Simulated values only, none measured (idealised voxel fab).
Process module heading - voxel double patterning
The width of the displayed cross-section, cut, is 240 nm; its cells are square, with a size of 5 nm.
Reading order for cross-sections: top band down to bottom band. Underlying form: a grid of square cells. Band size: one or more rows of cells. Each band's line starts with the height of the band's top and of its bottom, in nm. Then come its materials from left to right, each with its width in nm. One material with "all across" fills the band from edge to edge. "empty" is empty space. Ref level 0: as-received wafer is one material below here. Bottom band extends down with no lower bound ("0 down"). Top row gets the first number, bottom row gets the second, and each row in between changes by the same step: that is how a band width like "30 to 40" works. When a step is marked "remained unchanged", none of the cells in the cross-section changed during that step. So "Enclosed void catalog" is basically the list of trapped voids: any empty space of 8 cells or more that can't reach the top through an opening. They're written width x height at distance, the distance being from the left edge, and it's all nm. Whatever follows a step's settings on its line is a remark the simulator itself makes about that step. "overlay nm" answers the question of how far to the right of plan the mask lay on a step that has a mask, and when it is negative the answer is to the left.

-- Planned step list for the process
1 RECEIVE (material Si)
2 CONFORMAL_DEP (material SiO2; thk nm 10)
3 DIRECTIONAL_DEP (material W; thk nm 15)
4 DIRECTIONAL_DEP (material SiCN; thk nm 5)
5 PATTERN (tone open; mask id FIRST; material resist; width nm 15; pitch nm 50; thk nm 15; overlay nm 0)
6 DIRECTIONAL_ETCH (etch materials SiCN; depth nm 5)
7 STRIP (etch materials resist)
8 DIRECTIONAL_DEP (material aC; thk nm 10)
9 PATTERN (tone open; mask id SECOND; material resist; width nm 15; thk nm 30; overlay nm 0)
10 DIRECTIONAL_ETCH (etch materials aC; depth nm 10)
11 STRIP (etch materials resist)
12 DIRECTIONAL_ETCH (etch materials SiCN; depth nm 5)
13 STRIP (etch materials aC)
14 DIRECTIONAL_ETCH (etch materials W; depth nm 15)
15 STRIP (etch materials SiCN)

-- Wafer as received: cross-section following step 1
	0 down = Si all across
	Enclosed void catalog: none

-- Run as planned - first of the two wafers cross-sectioned at the end of the module
	25 to 10 = W 85 nm; empty 15 nm; W 10 nm; empty 15 nm; W 10 nm; empty 15 nm; W 90 nm
	10 to 0 = SiO2 all across
	0 down = Si all across
	Enclosed void catalog: none

-- Second wafer cross-section at end of module - shared start and plan with the first, one mistake in the run
	25 to 10 = W 95 nm; empty 30 nm; W 20 nm; empty 15 nm; W 80 nm
	10 to 0 = SiO2 all across
	0 down = Si all across
	Enclosed void catalog: none
Run error: for step 5, the planned setting was not used; the step was instead run as PATTERN (tone open; mask id FIRST; material resist; width nm 15; pitch nm 50; thk nm 15; overlay nm 10)
Upon completion, the cell count for each material on the second wafer equals that on the first, whereas the spatial distribution of those cells differs.
